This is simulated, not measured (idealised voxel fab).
process module | voxel transistor to metal
cross-section cut | 300 nm wide | cells 5 nm
A cross-section is a grid of square cells, given in bands from the top down. A band is one or more rows of cells.
Each band's line starts with the height of the band's top and of its bottom, in nm. Then come its materials from left to right, each with its width in nm. One material with "throughout" fills the band from edge to edge. "air" is empty space.
Height 0 is the level under which the wafer as received is all one material. The lowest band goes on downwards, as in "0 down".
A width such as "30 to 40" changes by the same amount from each row of cells to the next, from the band's top row to its bottom row.
"no change" after a step means that no cell of the cross-section changed.
closed voids: empty space of 8 cells or more with no open way to the top, each as width x height at its distance from the left edge, in nm
after a step's settings: what the simulator itself notes on the step
overlay nm, on a step with a mask: how far to the right of its planned place the mask lay; to the left if negative
plan
1 op RECEIVE | material Si
2 op CONFORMAL_DEP | material SiO2 | thk nm 5
3 op CONFORMAL_DEP | material SiN | thk nm 15
4 op MASKED_ETCH | tone cover | mask id ACTIVE | width nm 115 | pitch nm 140 | etch materials SiN | depth nm 15 | overlay nm 0
5 op MASKED_ETCH | tone cover | mask id ACTIVE | width nm 115 | pitch nm 140 | etch materials SiO2 | depth nm 5 | overlay nm 0
6 op MASKED_ETCH | tone cover | mask id ACTIVE | width nm 115 | pitch nm 140 | etch materials Si | depth nm 25 | overlay nm 0
7 op FILL_DEP | material SiO2 | thk nm 5
8 op CMP | height nm 20
9 op SELECTIVE_ETCH | etch materials SiO2 | depth nm 15
10 op STRIP | etch materials SiN
11 op SELECTIVE_ETCH | etch materials SiO2 | depth nm 5
12 op OXIDIZE | depth nm 5
13 op DIRECTIONAL_DEP | material polySi | thk nm 25
14 op DIRECTIONAL_DEP | material SiCN | thk nm 15
15 op DIRECTIONAL_DEP | material aC | thk nm 15
16 op PATTERN | tone cover | mask id GATE | material resist | width nm 35 | pitch nm 140 | thk nm 30 | overlay nm 0
17 op DIRECTIONAL_ETCH | etch materials aC | depth nm 15
18 op STRIP | etch materials resist
19 op DIRECTIONAL_ETCH | etch materials SiCN | depth nm 25
20 op DIRECTIONAL_ETCH | etch materials polySi | depth nm 35
21 op STRIP | etch materials aC
22 op CONFORMAL_DEP | material SiO2 | thk nm 5
23 op DIRECTIONAL_ETCH | etch materials SiO2 | depth nm 5
24 op CONFORMAL_DEP | material SiN | thk nm 10
25 op DIRECTIONAL_ETCH | etch materials SiN | depth nm 10
26 op DIRECTIONAL_ETCH | etch materials SiO2 | depth nm 5
27 op EPI | material nSi | thk nm 5
28 op FILL_DEP | material SiO2 | thk nm 10
29 op CMP | height nm 25
30 op STRIP | etch materials polySi
31 op SELECTIVE_ETCH | etch materials SiO2 | depth nm 5
32 op CONFORMAL_DEP | material HfO2 | thk nm 5
33 op CONFORMAL_DEP | material TiN | thk nm 5
34 op FILL_DEP | material W | thk nm 5
35 op CMP | height nm 20
36 op DIRECTIONAL_DEP | material SiO2 | thk nm 15
37 op DIRECTIONAL_DEP | material aC | thk nm 10
38 op PATTERN | tone open | mask id CONTACT | material resist | width nm 15 | thk nm 25 | overlay nm 0
39 op DIRECTIONAL_ETCH | etch materials aC | depth nm 10
40 op STRIP | etch materials resist
41 op DIRECTIONAL_ETCH | etch materials SiO2 | depth nm 35
42 op STRIP | etch materials aC
43 op CONFORMAL_DEP | material TiN | thk nm 5
44 op FILL_DEP | material W | thk nm 5
45 op CMP | height nm 35
46 op DIRECTIONAL_DEP | material TiN | thk nm 5
47 op DIRECTIONAL_DEP | material W | thk nm 25
48 op DIRECTIONAL_DEP | material aC | thk nm 15
49 op PATTERN | tone cover | mask id METAL_1 | material resist | width nm 15 | thk nm 35 | overlay nm 0
50 op DIRECTIONAL_ETCH | etch materials aC | depth nm 15
51 op STRIP | etch materials resist
52 op DIRECTIONAL_ETCH | etch materials W | depth nm 25
53 op DIRECTIONAL_ETCH | etch materials TiN | depth nm 5
54 op STRIP | etch materials aC
55 op FILL_DEP | material SiO2 | thk nm 10
56 op CMP | height nm 65
57 op CONFORMAL_DEP | material SiN | thk nm 5
as received, after step 1
  0 down: Si throughout
  closed voids: none
a wafer at the end: this start, this plan, one mistake
  70 to 65: SiN throughout
  65 to 40: SiO2 30 | W 15 | SiO2 65 | W 15 | SiO2 45 | W 15 | SiO2 65 | W 15 | SiO2 35
  40 to 35: SiO2 30 | TiN 15 | SiO2 65 | TiN 15 | SiO2 45 | TiN 15 | SiO2 65 | TiN 15 | SiO2 35
  35 to 20: SiO2 30 | TiN 5 | W 5 | TiN 5 | SiO2 65 | TiN 5 | W 5 | TiN 5 | SiO2 45 | TiN 5 | W 5 | TiN 5 | SiO2 65 | TiN 5 | W 5 | TiN 5 | SiO2 35
  20 to 10: SiO2 30 | TiN 5 | W 5 | TiN 5 | SiN 10 | HfO2 5 | TiN 5 | W 25 | TiN 5 | HfO2 5 | SiN 10 | TiN 5 | W 5 | TiN 5 | SiO2 45 | TiN 5 | W 5 | TiN 5 | SiN 10 | HfO2 5 | TiN 5 | W 25 | TiN 5 | HfO2 5 | SiN 10 | TiN 5 | W 5 | TiN 5 | SiO2 35
  10 to 5: SiO2 20 | SiN 10 | TiN 5 | W 5 | TiN 5 | SiN 10 | HfO2 5 | TiN 5 | W 25 | TiN 5 | HfO2 5 | SiN 10 | TiN 5 | W 5 | TiN 5 | SiN 10 | SiO2 25 | SiN 10 | TiN 5 | W 5 | TiN 5 | SiN 10 | HfO2 5 | TiN 5 | W 25 | TiN 5 | HfO2 5 | SiN 10 | TiN 5 | W 5 | TiN 5 | SiN 10 | SiO2 25
  5 to 0: SiO2 20 | SiN 10 | TiN 15 | SiN 10 | HfO2 5 | TiN 35 | HfO2 5 | SiN 10 | TiN 15 | SiN 10 | SiO2 25 | SiN 10 | TiN 15 | SiN 10 | HfO2 5 | TiN 35 | HfO2 5 | SiN 10 | TiN 15 | SiN 10 | SiO2 25
  0 to -5: SiO2 30 | nSi 15 | SiO2 10 | HfO2 45 | SiO2 10 | nSi 15 | SiO2 45 | nSi 15 | SiO2 10 | HfO2 45 | SiO2 10 | nSi 15 | SiO2 35
  -5 to -25: SiO2 20 | Si 115 | SiO2 25 | Si 115 | SiO2 25
  -25 down: Si throughout
  closed voids: none
what went wrong: step 9 ran as: op SELECTIVE_ETCH | etch materials SiO2 | depth nm 5
